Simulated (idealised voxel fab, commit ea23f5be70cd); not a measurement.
Name of the process module below: voxel transistor to metal
cross-section cut | 200 nm wide | cells 5 nm
Throughout this document, each cross-section is represented as a grid of square cells and is presented as a sequence of bands enumerated from the top downward, where a band comprises one or more rows of cells.
Look at the band entry: it leads with the top's height and the bottom's height in nm. Then it lists the materials left to right, with a width in nm for each. The word "all across" on a single material says that material fills the band edge to edge. The word "air" is empty space.
Heights are expressed relative to 0, this being the level below which the as-received wafer comprises one material exclusively. The lowest band is unbounded in the downward direction and is denoted as in "top 0, no bottom".
A two-number width, for instance "30 to 40", indicates that the width is equal to the first number in the top row of the band and to the second number in the bottom row, and that it changes by a constant amount per row of cells.
What does "stayed the same" mean for a step? It means no cell of the cross-section changed in that step.
You'll see "Enclosed empty spaces" listing empty spaces that have no way open to the top, as long as they're 8 cells or more; the notation is width x height at distance, where the distance is from the left edge, and all of it is in nm.
Step line, after settings: the simulator's comment on this step.
overlay nm: mask right of planned place by this much (step with mask). Neg. = left.
[Below is the list of planned process steps]
step 1: RECEIVE,material Si
step 2: CONFORMAL_DEP,material SiO2,thk nm 5
step 3: CONFORMAL_DEP,material SiN,thk nm 15
step 4: MASKED_ETCH,tone cover,mask id ACTIVE,width nm 115,etch materials SiN,depth nm 15,overlay nm 0
step 5: MASKED_ETCH,tone cover,mask id ACTIVE,width nm 115,etch materials SiO2,depth nm 5,overlay nm 0
step 6: MASKED_ETCH,tone cover,mask id ACTIVE,width nm 115,etch materials Si,depth nm 20,overlay nm 0
step 7: FILL_DEP,material SiO2,thk nm 15
step 8: CMP,height nm 20
step 9: SELECTIVE_ETCH,etch materials SiO2,depth nm 10
step 10: STRIP,etch materials SiN
step 11: SELECTIVE_ETCH,etch materials SiO2,depth nm 5
step 12: OXIDIZE,depth nm 5
step 13: DIRECTIONAL_DEP,material polySi,thk nm 25
step 14: DIRECTIONAL_DEP,material SiCN,thk nm 10
step 15: MASKED_ETCH,tone cover,mask id GATE,width nm 25,etch materials SiCN,depth nm 20,overlay nm 0
step 16: MASKED_ETCH,tone cover,mask id GATE,width nm 15,etch materials polySi,depth nm 35,overlay nm 0
step 17: CONFORMAL_DEP,material SiN,thk nm 10
step 18: DIRECTIONAL_ETCH,etch materials SiN,depth nm 10
step 19: DIRECTIONAL_ETCH,etch materials SiO2,depth nm 5
step 20: EPI,material SiGe,thk nm 5
step 21: FILL_DEP,material SiO2,thk nm 5
step 22: CMP,height nm 35
step 23: DIRECTIONAL_DEP,material SiO2,thk nm 10
step 24: PATTERN,tone open,mask id CONTACT,material resist,width nm 20,pitch nm 85,thk nm 15,overlay nm 0
step 25: DIRECTIONAL_ETCH,etch materials SiO2,depth nm 45
step 26: STRIP,etch materials resist
step 27: CONFORMAL_DEP,material TiN,thk nm 5
step 28: FILL_DEP,material W,thk nm 10
step 29: CMP,height nm 45
step 30: DIRECTIONAL_DEP,material TiN,thk nm 5
step 31: DIRECTIONAL_DEP,material Ru,thk nm 20
step 32: DIRECTIONAL_DEP,material aC,thk nm 10
step 33: PATTERN,tone cover,mask id METAL_1,material resist,width nm 20,pitch nm 85,thk nm 25,overlay nm 0
step 34: DIRECTIONAL_ETCH,etch materials aC,depth nm 10
step 35: STRIP,etch materials resist
step 36: DIRECTIONAL_ETCH,etch materials Ru,depth nm 20
step 37: DIRECTIONAL_ETCH,etch materials TiN,depth nm 5
step 38: STRIP,etch materials aC
step 39: CONFORMAL_DEP,material SiN,thk nm 5
step 40: FILL_DEP,material SiO2,thk nm 5
step 41: CMP,height nm 70
step 42: CONFORMAL_DEP,material SiCN,thk nm 5
Heads up: all these wafers start the same, and what changes between them is the width nm in step 16. The value you see in the plan is just what the first wafer got.
[First of several wafers, received after step 1, in cross-section]
    top 0, no bottom  Si all across
    Enclosed empty spaces: none
[Module end state after final step 42: cross-section of the first of several wafers]
    top 75, bottom 70  SiCN all across
    top 70, bottom 50  SiO2=40, SiN=5, Ru=20, SiN=5, SiO2=55, SiN=5, Ru=20, SiN=5, SiO2=45
    top 50, bottom 45  SiN=45, TiN=20, SiN=65, TiN=20, SiN=50
    top 45, bottom 35  SiO2=45, TiN=5, W=10, TiN=5, SiO2=65, TiN=5, W=10, TiN=5, SiO2=50
    top 35, bottom 25  SiO2=45, TiN=5, W=10, TiN=5, SiO2=10, SiN=10, SiCN=25, SiN=10, SiO2=10, TiN=5, W=10, TiN=5, SiO2=50
    top 25, bottom 5  SiO2=45, TiN=5, W=10, TiN=5, SiO2=10, SiN=10, polySi=25, SiN=10, SiO2=10, TiN=5, W=10, TiN=5, SiO2=50
    top 5, bottom 0  SiO2=35, SiN=10, TiN=20, SiO2=10, SiN=10, polySi=25, SiN=10, SiO2=10, TiN=20, SiN=10, SiO2=40
    top 0, bottom -5  SiO2=45, SiGe=30, SiO2=45, SiGe=30, SiO2=50
    top -5, bottom -20  SiO2=40, Si=115, SiO2=45
    top -20, no bottom  Si all across
    Enclosed empty spaces: none
[End of module, last wafer sectioned]
    top 75, bottom 70  SiCN all across
    top 70, bottom 50  SiO2=40, SiN=5, Ru=20, SiN=5, SiO2=55, SiN=5, Ru=20, SiN=5, SiO2=45
    top 50, bottom 45  SiN=45, TiN=20, SiN=65, TiN=20, SiN=50
    top 45, bottom 35  SiO2=45, TiN=5, W=10, TiN=5, SiO2=65, TiN=5, W=10, TiN=5, SiO2=50
    top 35, bottom 25  SiO2=45, TiN=5, W=10, TiN=5, SiO2=10, SiN=10, SiCN=25, SiN=10, SiO2=10, TiN=5, W=10, TiN=5, SiO2=50
    top 25, bottom 5  SiO2=45, TiN=5, W=10, TiN=5, SiO2=5, SiN=10, polySi=40, SiN=10, TiN=5, W=10, TiN=5, SiO2=50
    top 5, bottom 0  SiO2=35, SiN=10, TiN=20, SiO2=5, SiN=10, polySi=40, SiN=10, TiN=20, SiN=10, SiO2=40
    top 0, bottom -5  SiO2=45, SiGe=25, SiO2=60, SiGe=20, SiO2=50
    top -5, bottom -20  SiO2=40, Si=115, SiO2=45
    top -20, no bottom  Si all across
    Enclosed empty spaces: none
[Quick key for the table: a row per wafer, taken at the end of the module. For each material it tells you how many cells the wafer gained (+) or lost (-) since it came in, and the closed voids come after]
width nm 15, +32 Ru, -91 Si, +50 SiCN, +12 SiGe, +80 SiN, +412 SiO2, +48 TiN, +32 W, +25 polySi, Enclosed empty spaces: none
width nm 20, +32 Ru, -91 Si, +50 SiCN, +12 SiGe, +80 SiN, +412 SiO2, +48 TiN, +32 W, +25 polySi, Enclosed empty spaces: none
width nm 25, +32 Ru, -91 Si, +50 SiCN, +12 SiGe, +80 SiN, +412 SiO2, +48 TiN, +32 W, +25 polySi, Enclosed empty spaces: none
width nm 30, +32 Ru, -91 Si, +50 SiCN, +11 SiGe, +80 SiN, +408 SiO2, +48 TiN, +32 W, +30 polySi, Enclosed empty spaces: none
width nm 35, +32 Ru, -91 Si, +50 SiCN, +10 SiGe, +80 SiN, +404 SiO2, +48 TiN, +32 W, +35 polySi, Enclosed empty spaces: none
width nm 40, +32 Ru, -91 Si, +50 SiCN, +9 SiGe, +80 SiN, +400 SiO2, +48 TiN, +32 W, +40 polySi, Enclosed empty spaces: none
